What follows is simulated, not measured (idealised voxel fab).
process module | voxel spacer lines
The cross-section on display is named cut; it measures 210 nm wide, and its cells are 5 nm squares.
For the purposes of this document, a cross-section shall be understood as a grid of square cells, specified as bands listed in top-to-bottom order, each band consisting of one or more rows of cells. This entry defines a band. It first specifies the height of the band's top and the height of its bottom in nm, and then specifies the band's materials from left to right, stating each material with its width in nm. The word "everywhere" identifies a single material that fills the band from edge to edge, while the word "empty" identifies empty space. Note: height 0 marks the level under which the wafer is uniformly one material as received. Lowest band unbounded below, written "z 0 and below". Think of "30->40" as a width that walks from the first number to the second as you go down the band, top row to bottom row, taking equal-sized steps from row to row. Key: "remains unaltered" - step with no changed cell in the cross-section. Any empty space of 8 cells or more lacking an open way to the top shows up in "Sealed void listing" as width x height at distance, distance from the left edge, in nm. On a step's line, text after the settings is the simulator commenting on that step. Regarding "overlay nm": on a step with a mask, it is the distance the mask lay to the right of its planned place; a negative value places it to the left.
### Intended process steps
step 1: RECEIVE, material Si
step 2: CONFORMAL_DEP, material Al2O3, thk nm 10
step 3: DIRECTIONAL_DEP, material W, thk nm 10
step 4: DIRECTIONAL_DEP, material aC, thk nm 20
step 5: PATTERN, tone cover, mask id MANDREL, material resist, width nm 15, pitch nm 50, thk nm 25, overlay nm 0
step 6: DIRECTIONAL_ETCH, etch materials aC, depth nm 20
step 7: STRIP, etch materials resist
step 8: CONFORMAL_DEP, material SiO2, thk nm 10
step 9: DIRECTIONAL_ETCH, etch materials SiO2, depth nm 10
step 10: STRIP, etch materials aC
step 11: DIRECTIONAL_ETCH, etch materials W, depth nm 10
step 12: STRIP, etch materials SiO2
### The first wafer of two, processed as planned
### Cross-section of the wafer at receipt, which is the condition after step 1
  z 0 and below: Si everywhere
  Sealed void listing: none
### After step 2, in cross-section
  z 10 to 0: Al2O3 everywhere
  No changes below 0.
### After step 3, in cross-section
  z 20 to 10: W everywhere
  No changes below 10.
### After step 4, in cross-section
  z 40 to 20: aC everywhere
  No changes below 20.
### After step 5, in cross-section
  z 65 to 40: empty (70) | resist (15) | empty (35) | resist (15) | empty (75)
  No changes below 40.
### After step 6, in cross-section
  z 45 to 40: empty (70) | resist (15) | empty (35) | resist (15) | empty (75)
  z 40 to 20: empty (70) | aC (15) | empty (35) | aC (15) | empty (75)
  No changes below 20.
### After step 7, in cross-section
  z 40 to 20: empty (70) | aC (15) | empty (35) | aC (15) | empty (75)
  No changes below 20.
### After step 8, in cross-section
  z 50 to 40: empty (60) | SiO2 (35) | empty (15) | SiO2 (35) | empty (65)
  z 40 to 30: empty (60) | SiO2 (10) | aC (15) | SiO2 (10) | empty (15) | SiO2 (10) | aC (15) | SiO2 (10) | empty (65)
  z 30 to 20: SiO2 (70) | aC (15) | SiO2 (35) | aC (15) | SiO2 (75)
  No changes below 20.
### After step 9, in cross-section
  z 40 to 20: empty (60) | SiO2 (10) | aC (15) | SiO2 (10) | empty (15) | SiO2 (10) | aC (15) | SiO2 (10) | empty (65)
  No changes below 20.
### After step 10, in cross-section
  z 40 to 20: empty (60) | SiO2 (10) | empty (15) | SiO2 (10) | empty (15) | SiO2 (10) | empty (15) | SiO2 (10) | empty (65)
  No changes below 20.
### After step 11, in cross-section
  z 40 to 20: empty (60) | SiO2 (10) | empty (15) | SiO2 (10) | empty (15) | SiO2 (10) | empty (15) | SiO2 (10) | empty (65)
  z 20 to 10: empty (60) | W (10) | empty (15) | W (10) | empty (15) | W (10) | empty (15) | W (10) | empty (65)
  No changes below 10.
### After step 12, in cross-section
  z 20 to 10: empty (60) | W (10) | empty (15) | W (10) | empty (15) | W (10) | empty (15) | W (10) | empty (65)
  No changes below 10.
### Okay, second wafer. Nothing different at the start, nothing different in the plan, just one mistake somewhere in the running. As far as step 1, counting that step, it's the first wafer all over again
Cross-sectional representation of the second wafer at the time designated in the plan for the completion of step 2: remains unaltered
### Cross-sectional representation of the second wafer at the time designated in the plan for the completion of step 3
  z 10 to 0: W everywhere
  No changes below 0.
### Cross-sectional representation of the second wafer at the time designated in the plan for the completion of step 4
  z 30 to 10: aC everywhere
  No changes below 10.
### Cross-sectional representation of the second wafer at the time designated in the plan for the completion of step 5
  z 55 to 30: empty (70) | resist (15) | empty (35) | resist (15) | empty (75)
  No changes below 30.
### Cross-sectional representation of the second wafer at the time designated in the plan for the completion of step 6
  z 35 to 30: empty (70) | resist (15) | empty (35) | resist (15) | empty (75)
  z 30 to 10: empty (70) | aC (15) | empty (35) | aC (15) | empty (75)
  No changes below 10.
### Cross-sectional representation of the second wafer at the time designated in the plan for the completion of step 7
  z 30 to 10: empty (70) | aC (15) | empty (35) | aC (15) | empty (75)
  No changes below 10.
### Cross-sectional representation of the second wafer at the time designated in the plan for the completion of step 8
  z 40 to 30: empty (60) | SiO2 (35) | empty (15) | SiO2 (35) | empty (65)
  z 30 to 20: empty (60) | SiO2 (10) | aC (15) | SiO2 (10) | empty (15) | SiO2 (10) | aC (15) | SiO2 (10) | empty (65)
  z 20 to 10: SiO2 (70) | aC (15) | SiO2 (35) | aC (15) | SiO2 (75)
  No changes below 10.
### Cross-sectional representation of the second wafer at the time designated in the plan for the completion of step 9
  z 30 to 10: empty (60) | SiO2 (10) | aC (15) | SiO2 (10) | empty (15) | SiO2 (10) | aC (15) | SiO2 (10) | empty (65)
  No changes below 10.
### Cross-sectional representation of the second wafer at the time designated in the plan for the completion of step 10
  z 30 to 10: empty (60) | SiO2 (10) | empty (15) | SiO2 (10) | empty (15) | SiO2 (10) | empty (15) | SiO2 (10) | empty (65)
  No changes below 10.
### Cross-sectional representation of the second wafer at the time designated in the plan for the completion of step 11
  z 30 to 10: empty (60) | SiO2 (10) | empty (15) | SiO2 (10) | empty (15) | SiO2 (10) | empty (15) | SiO2 (10) | empty (65)
  z 10 to 0: empty (60) | W (10) | empty (15) | W (10) | empty (15) | W (10) | empty (15) | W (10) | empty (65)
  No changes below 0.
### Cross-sectional representation of the second wafer at the time designated in the plan for the completion of step 12
  z 10 to 0: empty (60) | W (10) | empty (15) | W (10) | empty (15) | W (10) | empty (15) | W (10) | empty (65)
  No changes below 0.
Error vs. plan: plan step 2 was not performed, having been skipped
Wafer comparison, final, in cells, second relative to first, materials more or fewer: 84 fewer of Al2O3
